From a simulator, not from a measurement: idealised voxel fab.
Process module in this document: voxel capacitor over wiring
For reference, the cross-section in this document is cut, with width 155 nm and square cells of 5 nm.
Heads up, the way a cross-section reads in here is a grid of square cells, handed over as bands from the top down, with every band being one or more rows of cells.
Heights first: top, then bottom, in nm. Then materials, left to right, each with a width in nm. "throughout" on a single material: fills the band edge to edge. "empty": empty space.
Convention: height 0 is the level below which the wafer, as received, is all one material. The lowest band does not terminate at the bottom but continues downward, represented as "top 0, no bottom".
Note: "30 to 40" means the width goes from the first number (top row of the band) to the second number (bottom row) in equal steps per row of cells.
When a step is marked "identical to before", none of the cells in the cross-section changed during that step.
Trapped voids: empty space of 8 cells or more with no open way to the top, each as width x height at its distance from the left edge, in nm
Anything after a step's settings on that line? It's the simulator's own note about the step.
Each step line may optionally specify "overlay nm", which for a step with a mask gives the rightward distance between the mask's planned place and where it lay, a negative value indicating the leftward direction.

-- Process steps foreseen in the plan
1,RECEIVE: material Si
2,CONFORMAL_DEP: material SiO2, thk nm 15
3,CONFORMAL_DEP: material SiN, thk nm 5
4,DIRECTIONAL_DEP: material SiO2, thk nm 15
5,PATTERN: tone open, mask id METAL_1, material resist, width nm 30, pitch nm 85, thk nm 20, overlay nm 0
6,DIRECTIONAL_ETCH: etch materials SiO2, depth nm 15
7,DIRECTIONAL_ETCH: etch materials SiN, depth nm 5
8,STRIP: etch materials resist
9,CONFORMAL_DEP: material TiN, thk nm 5
10,FILL_DEP: material W, thk nm 10
11,CMP: height nm 35
12,CONFORMAL_DEP: material SiCN, thk nm 5
13,DIRECTIONAL_DEP: material SiO2, thk nm 10
14,DIRECTIONAL_DEP: material aC, thk nm 15
15,PATTERN: tone open, mask id PLUG_1, material resist, width nm 15, thk nm 30, overlay nm 0
16,DIRECTIONAL_ETCH: etch materials aC, depth nm 15
17,STRIP: etch materials resist
18,DIRECTIONAL_ETCH: etch materials SiO2, depth nm 10
19,DIRECTIONAL_ETCH: etch materials SiCN, depth nm 5
20,STRIP: etch materials aC
21,EPI: material Ru, thk nm 10
22,EPI: material Ru, thk nm 5
23,DIRECTIONAL_DEP: material TiN, thk nm 10
24,DIRECTIONAL_DEP: material Al2O3, thk nm 5
25,DIRECTIONAL_DEP: material TiN, thk nm 5
26,MASKED_ETCH: tone cover, mask id UPPER_PLATE, width nm 60, etch materials TiN, depth nm 5, overlay nm 0
27,MASKED_ETCH: tone cover, mask id UPPER_PLATE, width nm 60, etch materials Al2O3, depth nm 5, overlay nm 0
28,PATTERN: tone cover, mask id LOWER_PLATE, material resist, width nm 70, thk nm 20, overlay nm 0
29,DIRECTIONAL_ETCH: etch materials TiN, depth nm 10
30,STRIP: etch materials resist
31,FILL_DEP: material SiO2, thk nm 20
32,CMP: height nm 85
33,PATTERN: tone open, mask id PLUG_2, material resist, width nm 15, thk nm 15, overlay nm 0
34,DIRECTIONAL_ETCH: etch materials SiO2, depth nm 15
35,STRIP: etch materials resist
36,CONFORMAL_DEP: material TiN, thk nm 5
37,FILL_DEP: material Ru, thk nm 5
38,CMP: height nm 85
39,CONFORMAL_DEP: material SiCN, thk nm 5

-- Incoming wafer in cross-section (state: after step 1)
  top 0, no bottom  Si throughout
  Trapped voids: none

-- Wafer at module end, in section. Began as above, planned as above, run with one mistake
  top 90, bottom 85  SiCN throughout
  top 85, bottom 75  45 SiO2, then 5 TiN, then 5 Ru, then 5 TiN, then 95 SiO2
  top 75, bottom 70  45 SiO2, then 15 TiN, then 95 SiO2
  top 70, bottom 65  35 SiO2, then 15 TiN, then 40 SiO2, then 5 TiN, then 60 SiO2
  top 65, bottom 60  35 SiO2, then 15 Al2O3, then 40 SiO2, then 5 Al2O3, then 60 SiO2
  top 60, bottom 55  30 SiO2, then 20 TiN, then 40 SiO2, then 10 TiN, then 55 SiO2
  top 55, bottom 50  30 SiO2, then 70 TiN, then 55 SiO2
  top 50, bottom 45  5 SiO2, then 30 Ru, then 15 SiO2, then 40 Al2O3, then 60 Ru, then 5 SiO2
  top 45, bottom 40  5 SiO2, then 30 Ru, then 15 SiO2, then 40 TiN, then 60 Ru, then 5 SiO2
  top 40, bottom 35  5 SiO2, then 30 Ru, then 15 SiCN, then 40 TiN, then 60 Ru, then 5 SiO2
  top 35, bottom 20  20 SiO2, then 5 TiN, then 20 W, then 5 TiN, then 55 SiO2, then 5 TiN, then 20 W, then 5 TiN, then 20 SiO2
  top 20, bottom 15  20 SiN, then 30 TiN, then 55 SiN, then 30 TiN, then 20 SiN
  top 15, bottom 0  SiO2 throughout
  top 0, no bottom  Si throughout
  Trapped voids: none
Nonconformance to the process plan: step 15 ran with different settings than intended, the actual operation and settings being PATTERN: tone cover, mask id PLUG_1, material resist, width nm 15, thk nm 30, overlay nm 0
